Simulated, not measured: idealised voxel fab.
process module | voxel transistor to metal
cross-section cut | 185 nm wide | cells 5 nm
A cross-section is a grid of square cells, given in bands from the top down. A band is one or more rows of cells.
Each band's line starts with the height of the band's top and of its bottom, in nm. Then come its materials from left to right, each with its width in nm. One material with "throughout" fills the band from edge to edge. "air" is empty space.
Height 0 is the level under which the wafer as received is all one material. The lowest band goes on downwards, as in "0 down".
A width such as "30 to 40" changes by the same amount from each row of cells to the next, from the band's top row to its bottom row.
"no change" after a step means that no cell of the cross-section changed.
closed voids: empty space of 8 cells or more with no open way to the top, each as width x height at its distance from the left edge, in nm
after a step's settings: what the simulator itself notes on the step
overlay nm, on a step with a mask: how far to the right of its planned place the mask lay; to the left if negative
plan
1 op RECEIVE | material Si
2 op OXIDIZE | depth nm 5
3 op CONFORMAL_DEP | material SiN | thk nm 10
4 op MASKED_ETCH | tone cover | mask id ACTIVE | width nm 115 | etch materials SiN | depth nm 10 | overlay nm 0
5 op MASKED_ETCH | tone cover | mask id ACTIVE | width nm 115 | etch materials SiO2 | depth nm 5 | overlay nm 0
6 op MASKED_ETCH | tone cover | mask id ACTIVE | width nm 115 | etch materials Si | depth nm 20 | overlay nm 0
7 op OXIDIZE | depth nm 5
8 op FILL_DEP | material SiO2 | thk nm 10
9 op CMP | height nm 10
10 op SELECTIVE_ETCH | etch materials SiO2 | depth nm 10
11 op STRIP | etch materials SiN
12 op SELECTIVE_ETCH | etch materials SiO2 | depth nm 5
13 op OXIDIZE | depth nm 5
14 op DIRECTIONAL_DEP | material polySi | thk nm 25
15 op DIRECTIONAL_DEP | material SiCN | thk nm 15
16 op PATTERN | tone cover | mask id GATE | material resist | width nm 35 | thk nm 20 | overlay nm 0
17 op DIRECTIONAL_ETCH | etch materials SiCN | depth nm 25
18 op DIRECTIONAL_ETCH | etch materials polySi | depth nm 35
19 op STRIP | etch materials resist
20 op CONFORMAL_DEP | material SiN | thk nm 10
21 op DIRECTIONAL_ETCH | etch materials SiN | depth nm 10
22 op DIRECTIONAL_ETCH | etch materials SiO2 | depth nm 5
23 op DIRECTIONAL_ETCH | etch materials Si | depth nm 15
24 op EPI | material SiGe | thk nm 20
25 op FILL_DEP | material SiO2 | thk nm 5
26 op CMP | height nm 20
27 op STRIP | etch materials polySi
28 op SELECTIVE_ETCH | etch materials SiO2 | depth nm 5
29 op CONFORMAL_DEP | material HfO2 | thk nm 5
30 op CONFORMAL_DEP | material TiN | thk nm 5
31 op FILL_DEP | material W | thk nm 10
32 op CMP | height nm 15
33 op DIRECTIONAL_DEP | material SiO2 | thk nm 10
34 op PATTERN | tone open | mask id CONTACT | material resist | width nm 20 | pitch nm 85 | thk nm 20 | overlay nm 0
35 op DIRECTIONAL_ETCH | etch materials SiO2 | depth nm 30
36 op STRIP | etch materials resist
37 op CONFORMAL_DEP | material TiN | thk nm 5
38 op FILL_DEP | material W | thk nm 10
39 op CMP | height nm 25
40 op DIRECTIONAL_DEP | material TiN | thk nm 5
41 op DIRECTIONAL_DEP | material Ru | thk nm 15
42 op PATTERN | tone cover | mask id METAL_1 | material resist | width nm 20 | pitch nm 85 | thk nm 15 | overlay nm 0
43 op DIRECTIONAL_ETCH | etch materials Ru | depth nm 15
44 op DIRECTIONAL_ETCH | etch materials TiN | depth nm 5
45 op STRIP | etch materials resist
46 op CONFORMAL_DEP | material SiCN | thk nm 5
47 op FILL_DEP | material lowk | thk nm 5
48 op CMP | height nm 45
49 op CONFORMAL_DEP | material SiCN | thk nm 5
50 op DIRECTIONAL_DEP | material lowk | thk nm 35
51 op MASKED_ETCH | tone open | mask id METAL_2_HOLES | width nm 15 | pitch nm 85 | etch materials lowk | depth nm 35 | overlay nm 0
52 op PATTERN | tone open | mask id METAL_2 | material resist | width nm 20 | pitch nm 85 | thk nm 15 | overlay nm 0
53 op DIRECTIONAL_ETCH | etch materials lowk | depth nm 20
54 op DIRECTIONAL_ETCH | etch materials SiCN | depth nm 5
55 op STRIP | etch materials resist
56 op CONFORMAL_DEP | material TiN | thk nm 5
57 op FILL_DEP | material Cu | thk nm 5
58 op CMP | height nm 85
59 op CONFORMAL_DEP | material SiCN | thk nm 5
as received, after step 1
  0 down: Si throughout
  closed voids: none
a wafer at the end: this start, this plan, one mistake
  90 to 85: SiCN throughout
  85 to 70: lowk 40 | TiN 5 | Cu 10 | TiN 5 | lowk 65 | TiN 5 | Cu 10 | TiN 5 | lowk 40
  70 to 65: lowk 40 | TiN 5 | Cu 5 | TiN 10 | lowk 65 | TiN 5 | Cu 5 | TiN 10 | lowk 40
  65 to 50: lowk 40 | TiN 5 | Cu 5 | TiN 5 | lowk 70 | TiN 5 | Cu 5 | TiN 5 | lowk 45
  50 to 40: SiCN 40 | TiN 15 to 20 | SiCN 70 to 65 | TiN 15 to 20 | SiCN 45 to 40
  40 to 30: W throughout
  30 to 25: TiN 45 | W 10 | TiN 75 | W 10 | TiN 45
  25 to 15: SiO2 40 | TiN 5 | W 10 | TiN 5 | SiO2 65 | TiN 5 | W 10 | TiN 5 | SiO2 40
  15 to 10: SiO2 40 | TiN 20 | SiO2 5 | SiN 10 | HfO2 5 | TiN 5 | W 15 | TiN 5 | HfO2 5 | SiN 10 | SiO2 5 | TiN 20 | SiO2 40
  10 to 0: SiO2 40 | TiN 5 | SiGe 20 | SiN 10 | HfO2 5 | TiN 5 | W 15 | TiN 5 | HfO2 5 | SiN 10 | SiGe 20 | TiN 5 | SiO2 40
  0 to -5: SiO2 40 | TiN 5 | SiGe 20 | SiN 10 | HfO2 5 | TiN 25 | HfO2 5 | SiN 10 | SiGe 20 | TiN 5 | SiO2 40
  -5 to -10: SiO2 35 | SiGe 30 | SiO2 5 | HfO2 45 | SiO2 5 | SiGe 30 | SiO2 35
  -10 to -25: SiO2 40 | SiGe 25 | Si 55 | SiGe 25 | SiO2 40
  -25 to -30: SiO2 40 | Si 105 | SiO2 40
  -30 down: Si throughout
  closed voids: none
what went wrong: step 39 was left out
